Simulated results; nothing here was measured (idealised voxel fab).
Herein follows the process module entitled voxel lift off.
Section shown: cut. Width: 230 nm. Cell size: 5 nm, square.
Just so we're on the same page, the cross-sections are grids of square cells, and they're listed out in bands top to bottom, each band one or more rows deep. It is stipulated that each band's entry specify, in nanometres, the height of the top of the band and then that of its bottom, followed by the materials of the band in left-to-right sequence, each together with its width in nanometres. A single material marked by the word "edge to edge" is understood to fill the band from edge to edge; the word "blank" is understood to denote empty space. The level at which height equals 0 is the one under which the wafer, as it arrives, is entirely one material. No lower edge exists for the bottom band, which continues downward and is notated as in "top 0, no bottom". Per-row width for "30->40": begins at first number (top row of band), ends at second number (bottom row), increment between rows held constant. You'll sometimes find "remained the same" written for a step, and that's the way of saying that nowhere in the cross-section did a cell change during that step. "Voids, fully enclosed" lists enclosed empty spaces (at least 8 cells, no open path upward to the top), each as width x height at distance from the left edge, in nm. Whatever follows a step's settings on its line is a remark the simulator itself makes about that step. overlay nm: mask offset rightward from planned place, masked step; negative means leftward offset.

Steps planned for the process
1. RECEIVE, material Si
2. CONFORMAL_DEP, material SiN, thk nm 5
3. PATTERN, tone open, mask id LINES, material resist, width nm 15, pitch nm 30, thk nm 30, overlay nm 0
4. DIRECTIONAL_DEP, material Ru, thk nm 15
5. STRIP, etch materials resist
6. CONFORMAL_DEP, material SiO2, thk nm 5

This is the cross-section of the wafer as we received it, i.e. after step 1
top 0, no bottom = Si edge to edge
Voids, fully enclosed: none

First wafer at the end, as planned
top 25, bottom 20 = blank: 85; SiO2: 25; blank: 5; SiO2: 25; blank: 90
top 20, bottom 10 = blank: 85; SiO2: 5; Ru: 15; SiO2: 5; blank: 5; SiO2: 5; Ru: 15; SiO2: 5; blank: 90
top 10, bottom 5 = SiO2: 90; Ru: 15; SiO2: 15; Ru: 15; SiO2: 95
top 5, bottom 0 = SiN edge to edge
top 0, no bottom = Si edge to edge
Voids, fully enclosed: none

Second wafer through the module, sectioned at the end: same beginning and same plan as the first wafer, with one mistake in carrying it out
top 25, bottom 20 = blank: 75; SiO2: 25; blank: 5; SiO2: 25; blank: 100
top 20, bottom 10 = blank: 75; SiO2: 5; Ru: 15; SiO2: 5; blank: 5; SiO2: 5; Ru: 15; SiO2: 5; blank: 100
top 10, bottom 5 = SiO2: 80; Ru: 15; SiO2: 15; Ru: 15; SiO2: 105
top 5, bottom 0 = SiN edge to edge
top 0, no bottom = Si edge to edge
Voids, fully enclosed: none
Processing error: step 3 ran with different settings than intended, the actual operation and settings being PATTERN, tone open, mask id LINES, material resist, width nm 15, pitch nm 30, thk nm 30, overlay nm -10
So at the finish, the second wafer's got exactly as many cells of each material as the first, just not in the same spots.
